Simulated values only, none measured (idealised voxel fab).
Presented below is a process module, voxel transistor to metal.
Section cut is 210 nm wide and gridded with 5 nm square cells.
If you're reading a cross-section in this doc, picture square cells in a grid; it comes to you as bands, top ones listed first down to the bottom, and a band can be one or more rows of cells.
Basically the band line says how high the top is and how high the bottom is, in nm, and then what's in it from left to right, every material with its width in nm. Empty space shows up as "empty", and if a single material carries "everywhere" it runs the full band edge to edge.
Measure heights from 0. That's the level where, below it, the as-received wafer is all one material. The lowest band is bottomless and extends downward; write it as in "0 down".
Per-row width for "30->40": begins at first number (top row of band), ends at second number (bottom row), increment between rows held constant.
Any step labelled "nothing different" changed none of the cells in the cross-section.
Heads up: "Enclosed void inventory" only lists the empty pockets with no open path to the top that are 8 cells or more, and it writes them as width x height at distance, distance from the left edge, in nm.
Heads up: the bit after the settings on a step's line is the simulator's remark on that step.
"overlay nm" answers the question of how far to the right of plan the mask lay on a step that has a mask, and when it is negative the answer is to the left.

These are the steps we planned for the process:
1. RECEIVE | material Si
2. CONFORMAL_DEP | material SiO2 | thk nm 5
3. CONFORMAL_DEP | material SiN | thk nm 15
4. PATTERN | tone cover | mask id ACTIVE | material resist | width nm 115 | thk nm 15 | overlay nm 0
5. DIRECTIONAL_ETCH | etch materials SiN | depth nm 15
6. DIRECTIONAL_ETCH | etch materials SiO2 | depth nm 5
7. DIRECTIONAL_ETCH | etch materials Si | depth nm 20
8. STRIP | etch materials resist
9. FILL_DEP | material SiO2 | thk nm 10
10. CMP | height nm 20
11. SELECTIVE_ETCH | etch materials SiO2 | depth nm 15
12. STRIP | etch materials SiN
13. SELECTIVE_ETCH | etch materials SiO2 | depth nm 5
14. OXIDIZE | depth nm 5
15. DIRECTIONAL_DEP | material polySi | thk nm 25
16. DIRECTIONAL_DEP | material SiCN | thk nm 10
17. PATTERN | tone cover | mask id GATE | material resist | width nm 25 | thk nm 20 | overlay nm 0
18. DIRECTIONAL_ETCH | etch materials SiCN | depth nm 20
19. DIRECTIONAL_ETCH | etch materials polySi | depth nm 35
20. STRIP | etch materials resist
21. CONFORMAL_DEP | material SiO2 | thk nm 5
22. DIRECTIONAL_ETCH | etch materials SiO2 | depth nm 5
23. CONFORMAL_DEP | material SiN | thk nm 10
24. DIRECTIONAL_ETCH | etch materials SiN | depth nm 10
25. DIRECTIONAL_ETCH | etch materials SiO2 | depth nm 5
26. DIRECTIONAL_ETCH | etch materials Si | depth nm 15
27. EPI | material pSi | thk nm 20
28. FILL_DEP | material SiO2 | thk nm 10
29. CMP | height nm 35
30. DIRECTIONAL_DEP | material SiO2 | thk nm 15
31. DIRECTIONAL_DEP | material aC | thk nm 15
32. PATTERN | tone open | mask id CONTACT | material resist | width nm 30 | pitch nm 65 | thk nm 30 | overlay nm 0
33. DIRECTIONAL_ETCH | etch materials aC | depth nm 15
34. STRIP | etch materials resist
35. DIRECTIONAL_ETCH | etch materials SiO2 | depth nm 35
36. STRIP | etch materials aC
37. CONFORMAL_DEP | material TiN | thk nm 5
38. FILL_DEP | material W | thk nm 10
39. CMP | height nm 50
40. CONFORMAL_DEP | material SiCN | thk nm 5
41. DIRECTIONAL_DEP | material lowk | thk nm 20
42. DIRECTIONAL_DEP | material aC | thk nm 10
43. PATTERN | tone open | mask id METAL_1 | material resist | width nm 15 | pitch nm 80 | thk nm 30 | overlay nm 0
44. DIRECTIONAL_ETCH | etch materials aC | depth nm 10
45. STRIP | etch materials resist
46. DIRECTIONAL_ETCH | etch materials lowk | depth nm 20
47. DIRECTIONAL_ETCH | etch materials SiCN | depth nm 5
48. STRIP | etch materials aC
49. CONFORMAL_DEP | material TiN | thk nm 5
50. FILL_DEP | material W | thk nm 10
51. CMP | height nm 75
52. EPI | material Ru | thk nm 5
53. FILL_DEP | material SiCN | thk nm 5
54. DIRECTIONAL_DEP | material SiO2 | thk nm 30
55. PATTERN | tone open | mask id METAL_2 | material resist | width nm 15 | pitch nm 80 | thk nm 20 | overlay nm 0
56. DIRECTIONAL_ETCH | etch materials SiO2 | depth nm 20
57. STRIP | etch materials resist
58. MASKED_ETCH | tone open | mask id METAL_2_HOLES | width nm 15 | pitch nm 80 | etch materials SiO2 | depth nm 10 | overlay nm 0
59. MASKED_ETCH | tone open | mask id METAL_2_HOLES | width nm 15 | pitch nm 80 | etch materials SiCN | depth nm 5 | overlay nm 0
60. CONFORMAL_DEP | material TiN | thk nm 5
61. FILL_DEP | material Cu | thk nm 10
62. CMP | height nm 115
63. CONFORMAL_DEP | material SiN | thk nm 5

As received (post step 1): cross-section:
	0 down: Si everywhere
	Enclosed void inventory: none

One mistake in running the module, otherwise start and plan as above: cross-section at the end:
	120 to 115: SiN everywhere
	115 to 110: Cu everywhere
	110 to 105: Cu 50 | TiN 25 | Cu 55 | TiN 25 | Cu 55
	105 to 100: Cu 50 | TiN 5 | SiO2 15 | TiN 5 | Cu 55 | TiN 5 | SiO2 15 | TiN 5 | Cu 55
	100 to 95: TiN 55 | SiO2 15 | TiN 65 | SiO2 15 | TiN 60
	95 to 85: SiO2 everywhere
	85 to 80: SiCN everywhere
	80 to 75: SiCN 50 | Ru 25 | SiCN 55 | Ru 25 | SiCN 55
	75 to 55: lowk 55 | TiN 5 | W 5 | TiN 5 | lowk 65 | TiN 5 | W 5 | TiN 5 | lowk 60
	55 to 50: SiCN 55 | TiN 15 | SiCN 65 | TiN 15 | SiCN 60
	50 to 40: SiO2 55 | TiN 5 | W 20 | TiN 5 | SiO2 35 | TiN 5 | W 20 | TiN 5 | SiO2 60
	40 to 35: SiO2 55 | TiN 5 | W 10 | TiN 15 | SiO2 35 | TiN 15 | W 10 | TiN 5 | SiO2 60
	35 to 25: SiO2 55 | TiN 5 | W 10 | TiN 5 | SiN 10 | SiO2 5 | SiCN 25 | SiO2 5 | SiN 10 | TiN 5 | W 10 | TiN 5 | SiO2 60
	25 to 20: SiO2 55 | TiN 5 | W 10 | TiN 5 | SiN 10 | SiO2 5 | polySi 25 | SiO2 5 | SiN 10 | TiN 5 | W 10 | TiN 5 | SiO2 60
	20 to 15: SiO2 55 | TiN 20 | SiN 10 | SiO2 5 | polySi 25 | SiO2 5 | SiN 10 | TiN 20 | SiO2 60
	15 to 0: SiO2 55 | pSi 20 | SiN 10 | SiO2 5 | polySi 25 | SiO2 5 | SiN 10 | pSi 20 | SiO2 60
	0 to -5: SiO2 40 | pSi 35 | SiO2 55 | pSi 35 | SiO2 45
	-5 to -20: SiO2 45 | pSi 30 | Si 55 | pSi 30 | SiO2 50
	-20 down: Si everywhere
	Enclosed void inventory: none
Short version of what went wrong: note that step 55 departed from the planned setting and was carried out as PATTERN | tone cover | mask id METAL_2 | material resist | width nm 15 | pitch nm 80 | thk nm 20 | overlay nm 0
